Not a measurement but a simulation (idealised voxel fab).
The process module that follows is named voxel gate over fins.
Section cut is 210 nm wide and gridded with 5 nm square cells.
In this document a cross-section is written as a grid of square cells. It is given as a series of bands, listed from the top down, and a band is one or more rows of cells.
Each band's line starts with the height of the band's top and of its bottom, in nm. Then come its materials from left to right, each with its width in nm. One material with "all across" fills the band from edge to edge. "blank" is empty space.
Ref level 0: as-received wafer is one material below here. Bottom band extends down with no lower bound ("0 nm and below").
Width: "30 to 40" (first number = top row, second number = bottom row, same change from row to row of cells).
No cell of the cross-section changed in a step that is given as "changes: none".
Basically, "Unvented internal voids" tells you about the enclosed voids: empty spaces with no open way to the top, 8 cells or bigger, each written width x height at distance, where distance is from the left edge, all in nm.
Step line, after settings: the simulator's comment on this step.
"overlay nm", when on a step's line for a step with a mask, measures how far to the right of its planned place the mask lay; a negative measure means to the left.

## Here's what the planned process steps look like
1) RECEIVE: material Si
2) CONFORMAL_DEP: material SiN, thk nm 10
3) MASKED_ETCH: tone cover, mask id FINS, width nm 15, pitch nm 35, etch materials SiN, depth nm 10, overlay nm 0
4) MASKED_ETCH: tone cover, mask id FINS, width nm 15, pitch nm 35, etch materials Si, depth nm 40, overlay nm 0
5) OXIDIZE: depth nm 5
6) FILL_DEP: material SiO2, thk nm 10
7) CMP: height nm 10
8) SELECTIVE_ETCH: etch materials SiO2, depth nm 20
9) STRIP: etch materials SiN
10) CONFORMAL_DEP: material HfO2, thk nm 5
11) CONFORMAL_DEP: material TiN, thk nm 5
12) FILL_DEP: material W, thk nm 10
13) CMP: height nm 15
14) CONFORMAL_DEP: material SiCN, thk nm 10

## as received, after step 1
	0 nm and below: Si all across
	Unvented internal voids: none

## First of two wafers, end-of-module section, run followed plan
	25 nm to 15 nm: SiCN all across
	15 nm to 10 nm: W all across
	10 nm to 5 nm: W (75)  TiN (25)  W (10)  TiN (25)  W (75)
	5 nm to 0 nm: W (75)  TiN (5)  HfO2 (15)  TiN (5)  W (10)  TiN (5)  HfO2 (15)  TiN (5)  W (75)
	0 nm to -5 nm: TiN (80)  HfO2 (5)  Si (5)  HfO2 (5)  TiN (20)  HfO2 (5)  Si (5)  HfO2 (5)  TiN (80)
	-5 nm to -10 nm: HfO2 (85)  Si (5)  HfO2 (30)  Si (5)  HfO2 (85)
	-10 nm to -45 nm: SiO2 (85)  Si (5)  SiO2 (30)  Si (5)  SiO2 (85)
	-45 nm and below: Si all across
	Unvented internal voids: none

## Module end: cross-section of wafer two of two. Same start and process plan as the first wafer. One mistake during execution
	25 nm to 15 nm: SiCN all across
	15 nm to 10 nm: W all across
	10 nm to 5 nm: W (75)  TiN (25)  W (10)  TiN (25)  W (75)
	5 nm to 0 nm: W (75)  TiN (5)  HfO2 (15)  TiN (5)  W (10)  TiN (5)  HfO2 (15)  TiN (5)  W (75)
	0 nm to -5 nm: TiN (70)  W (5)  TiN (5)  HfO2 (5)  Si (5)  HfO2 (5)  TiN (5)  W (10)  TiN (5)  HfO2 (5)  Si (5)  HfO2 (5)  TiN (5)  W (5)  TiN (70)
	-5 nm to -10 nm: HfO2 (65)  TiN (5)  W (5)  TiN (5)  HfO2 (5)  Si (5)  HfO2 (5)  TiN (5)  W (10)  TiN (5)  HfO2 (5)  Si (5)  HfO2 (5)  TiN (5)  W (5)  TiN (5)  HfO2 (65)
	-10 nm to -15 nm: SiO2 (60)  HfO2 (5)  TiN (15)  HfO2 (5)  Si (5)  HfO2 (5)  TiN (20)  HfO2 (5)  Si (5)  HfO2 (5)  TiN (15)  HfO2 (5)  SiO2 (60)
	-15 nm to -20 nm: SiO2 (60)  HfO2 (25)  Si (5)  HfO2 (30)  Si (5)  HfO2 (25)  SiO2 (60)
	-20 nm to -45 nm: SiO2 (85)  Si (5)  SiO2 (30)  Si (5)  SiO2 (85)
	-45 nm and below: Si all across
	Unvented internal voids: none
In executing the process, a mistake was made relative to the plan: steps 8 and 9 got flipped, so each one ran where the other should have
The final cell counts differ between the wafers, with the second having more or fewer of some materials than the first: +12 HfO2; -32 SiO2; +12 TiN; +8 W
